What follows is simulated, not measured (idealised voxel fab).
The process module that follows is named voxel transistor to metal.
We display cut, a cross-section 215 nm in width whose square cells are each 5 nm.
How to read a cross-section here: the picture is a grid of square cells, written as bands going from the top down, and any band can span one or more rows of cells. Each band's line starts with the height of the band's top and of its bottom, in nm. Then come its materials from left to right, each with its width in nm. One material with "all across" fills the band from edge to edge. "empty" is empty space. Height datum 0, below which the as-received substrate wafer is one material. Lowest band open at the bottom, running downward: "from 0 down". You'd read "30->40" like this: the band's top row of cells is as wide as the first number, its bottom row is as wide as the second, and going down, every row changes width by the same amount as the row before did. Any step labelled "all unchanged" changed none of the cells in the cross-section. What "Voids, fully enclosed" gives you is every empty space of 8 cells or more that is cut off from the top. Each appears as width x height at distance, with the distance taken from the left edge and width, height and distance all in nm. What comes after the settings on a step's line is commentary from the simulator itself on that step. The optional step-line setting "overlay nm" applies to steps with a mask and quantifies how far to the right of its planned location the mask lay, a negative value indicating leftward placement.
THE FOLLOWING LIST GIVES THE PLANNED PROCESS STEPS
1: op RECEIVE | material Si
2: op OXIDIZE | depth nm 5
3: op CONFORMAL_DEP | material SiN | thk nm 10
4: op DIRECTIONAL_DEP | material aC | thk nm 10
5: op PATTERN | tone cover | mask id ACTIVE | material resist | width nm 110 | thk nm 25 | overlay nm 0
6: op DIRECTIONAL_ETCH | etch materials aC | depth nm 10
7: op STRIP | etch materials resist
8: op DIRECTIONAL_ETCH | etch materials SiN | depth nm 10
9: op DIRECTIONAL_ETCH | etch materials SiO2 | depth nm 5
10: op DIRECTIONAL_ETCH | etch materials Si | depth nm 35
11: op STRIP | etch materials aC
12: op OXIDIZE | depth nm 5
13: op FILL_DEP | material SiO2 | thk nm 10
14: op CMP | height nm 10
15: op SELECTIVE_ETCH | etch materials SiO2 | depth nm 10
16: op STRIP | etch materials SiN
17: op SELECTIVE_ETCH | etch materials SiO2 | depth nm 5
18: op OXIDIZE | depth nm 5
19: op DIRECTIONAL_DEP | material polySi | thk nm 25
20: op DIRECTIONAL_DEP | material SiCN | thk nm 10
21: op MASKED_ETCH | tone cover | mask id GATE | width nm 30 | etch materials SiCN | depth nm 20 | overlay nm 0
22: op MASKED_ETCH | tone cover | mask id GATE | width nm 30 | etch materials polySi | depth nm 35 | overlay nm 0
23: op CONFORMAL_DEP | material SiO2 | thk nm 5
24: op DIRECTIONAL_ETCH | etch materials SiO2 | depth nm 5
25: op CONFORMAL_DEP | material SiN | thk nm 5
26: op DIRECTIONAL_ETCH | etch materials SiN | depth nm 5
27: op DIRECTIONAL_ETCH | etch materials SiO2 | depth nm 5
28: op DIRECTIONAL_ETCH | etch materials Si | depth nm 15
29: op EPI | material SiGe | thk nm 20
30: op FILL_DEP | material SiO2 | thk nm 5
31: op CMP | height nm 20
32: op STRIP | etch materials polySi
33: op SELECTIVE_ETCH | etch materials SiO2 | depth nm 5
34: op CONFORMAL_DEP | material HfO2 | thk nm 5
35: op CONFORMAL_DEP | material TiN | thk nm 5
36: op FILL_DEP | material W | thk nm 10
37: op CMP | height nm 15
38: op DIRECTIONAL_DEP | material SiO2 | thk nm 10
39: op PATTERN | tone open | mask id CONTACT | material resist | width nm 15 | pitch nm 75 | thk nm 15 | overlay nm 0
40: op DIRECTIONAL_ETCH | etch materials SiO2 | depth nm 15
41: op STRIP | etch materials resist
42: op CONFORMAL_DEP | material TiN | thk nm 5
43: op FILL_DEP | material W | thk nm 10
44: op CMP | height nm 25
45: op CONFORMAL_DEP | material SiCN | thk nm 5
46: op DIRECTIONAL_DEP | material lowk | thk nm 25
47: op MASKED_ETCH | tone open | mask id METAL_1 | width nm 15 | pitch nm 75 | etch materials lowk | depth nm 25 | overlay nm 0
48: op MASKED_ETCH | tone open | mask id METAL_1 | width nm 15 | pitch nm 75 | etch materials SiCN | depth nm 5 | overlay nm 0
49: op CONFORMAL_DEP | material TiN | thk nm 5
50: op FILL_DEP | material W | thk nm 10
51: op CMP | height nm 55
52: op CONFORMAL_DEP | material SiCN | thk nm 5
CROSS-SECTION OF THE WAFER AS IT CAME TO US, I.E., ALREADY THROUGH STEP 1
    from 0 down: Si all across
    Voids, fully enclosed: none
STARTING STRUCTURE AND PROCESS PLAN ARE AS SHOWN ABOVE, BUT ONE MISTAKE WAS MADE IN RUNNING THE MODULE; THE WAFER CROSS-SECTION AT THE END OF THE MODULE FOLLOWS
    from 60 to 55: SiCN all across
    from 55 to 30: lowk=60; TiN=5; W=5; TiN=5; lowk=60; TiN=5; W=5; TiN=5; lowk=65
    from 30 to 25: SiCN=60; TiN=15; SiCN=60; TiN=15; SiCN=65
    from 25 to 20: W=55; TiN=5; SiO2=15; TiN=5; W=50; TiN=5; SiO2=15; TiN=5; W=60
    from 20 to 15: W=55; TiN=5; SiO2=15; TiN=60; SiO2=15; TiN=5; W=60
    from 15 to 10: TiN=60; SiO2=15; TiN=5; SiN=5; HfO2=5; TiN=5; W=20; TiN=5; HfO2=5; SiN=5; TiN=5; SiO2=15; TiN=65
    from 10 to 0: SiO2=60; SiGe=20; SiN=5; HfO2=5; TiN=5; W=20; TiN=5; HfO2=5; SiN=5; SiGe=20; SiO2=65
    from 0 to -5: SiO2=60; SiGe=20; SiN=5; HfO2=5; TiN=30; HfO2=5; SiN=5; SiGe=20; SiO2=65
    from -5 to -10: SiO2=50; SiGe=30; SiO2=5; HfO2=40; SiO2=5; SiGe=30; SiO2=55
    from -10 to -25: SiO2=55; SiGe=25; Si=50; SiGe=25; SiO2=60
    from -25 to -45: SiO2=55; Si=100; SiO2=60
    from -45 down: Si all across
    Voids, fully enclosed: none
Heads up, the wafer didn't run the way we planned it: step 39 did not use the planned setting and instead ran as op PATTERN | tone cover | mask id CONTACT | material resist | width nm 15 | pitch nm 75 | thk nm 15 | overlay nm 0
